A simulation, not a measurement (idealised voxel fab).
process module | voxel gate over fins
cross-section cut | 280 nm wide | cells 5 nm
A cross-section is a grid of square cells, given in bands from the top down. A band is one or more rows of cells.
Each band's line starts with the height of the band's top and of its bottom, in nm. Then come its materials from left to right, each with its width in nm. One material with "throughout" fills the band from edge to edge. "air" is empty space.
Height 0 is the level under which the wafer as received is all one material. The lowest band goes on downwards, as in "0 down".
A width such as "30 to 40" changes by the same amount from each row of cells to the next, from the band's top row to its bottom row.
"no change" after a step means that no cell of the cross-section changed.
closed voids: empty space of 8 cells or more with no open way to the top, each as width x height at its distance from the left edge, in nm
after a step's settings: what the simulator itself notes on the step
overlay nm, on a step with a mask: how far to the right of its planned place the mask lay; to the left if negative
plan
1 op RECEIVE | material Si
2 op CONFORMAL_DEP | material SiN | thk nm 10
3 op MASKED_ETCH | tone cover | mask id FINS | width nm 15 | pitch nm 55 | etch materials SiN | depth nm 10 | overlay nm 0
4 op MASKED_ETCH | tone cover | mask id FINS | width nm 15 | pitch nm 55 | etch materials Si | depth nm 30 | overlay nm 0
5 op OXIDIZE | depth nm 5
6 op FILL_DEP | material SiO2 | thk nm 5
7 op CMP | height nm 10
8 op PATTERN | tone open | mask id RAIL | material resist | width nm 15 | thk nm 15 | overlay nm 0
9 op DIRECTIONAL_ETCH | etch materials SiO2 | depth nm 35
10 op STRIP | etch materials resist
11 op CONFORMAL_DEP | material TiN | thk nm 5
12 op FILL_DEP | material Ru | thk nm 10
13 op CMP | height nm 10
14 op SELECTIVE_ETCH | etch materials W Ru TiN | depth nm 25
15 op FILL_DEP | material SiO2 | thk nm 5
16 op CMP | height nm 10
17 op SELECTIVE_ETCH | etch materials SiO2 | depth nm 20
18 op STRIP | etch materials SiN
19 op CONFORMAL_DEP | material HfO2 | thk nm 5
20 op CONFORMAL_DEP | material TiN | thk nm 5
21 op FILL_DEP | material W | thk nm 10
22 op CMP | height nm 15
23 op CONFORMAL_DEP | material SiN | thk nm 5
as received, after step 1
  0 down: Si throughout
  closed voids: none
a wafer at the end: this start, this plan, one mistake
  20 to 15: SiN throughout
  15 to 10: W throughout
  10 to 5: W 45 | TiN 25 | W 30 | TiN 25 | W 30 | TiN 25 | W 30 | TiN 25 | W 45
  5 to 0: W 45 | TiN 5 | HfO2 15 | TiN 5 | W 30 | TiN 5 | HfO2 15 | TiN 5 | W 30 | TiN 5 | HfO2 15 | TiN 5 | W 30 | TiN 5 | HfO2 15 | TiN 5 | W 45
  0 to -5: TiN 50 | HfO2 5 | Si 5 | HfO2 5 | TiN 40 | HfO2 5 | Si 5 | HfO2 5 | TiN 40 | HfO2 5 | Si 5 | HfO2 5 | TiN 40 | HfO2 5 | Si 5 | HfO2 5 | TiN 50
  -5 to -10: HfO2 55 | Si 5 | HfO2 50 | Si 5 | HfO2 50 | Si 5 | HfO2 50 | Si 5 | HfO2 55
  -10 to -15: SiO2 55 | Si 5 | SiO2 50 | Si 5 | SiO2 50 | Si 5 | SiO2 50 | Si 5 | SiO2 55
  -15 to -20: SiO2 55 | Si 5 | SiO2 20 | TiN 5 | Ru 5 | TiN 5 | SiO2 15 | Si 5 | SiO2 50 | Si 5 | SiO2 50 | Si 5 | SiO2 55
  -20 to -25: SiO2 55 | Si 5 | SiO2 20 | TiN 15 | SiO2 15 | Si 5 | SiO2 50 | Si 5 | SiO2 50 | Si 5 | SiO2 55
  -25 to -35: SiO2 55 | Si 5 | SiO2 50 | Si 5 | SiO2 50 | Si 5 | SiO2 50 | Si 5 | SiO2 55
  -35 down: Si throughout
  closed voids: none
what went wrong: step 8 ran as: op PATTERN | tone open | mask id RAIL | material resist | width nm 15 | thk nm 15 | overlay nm 5
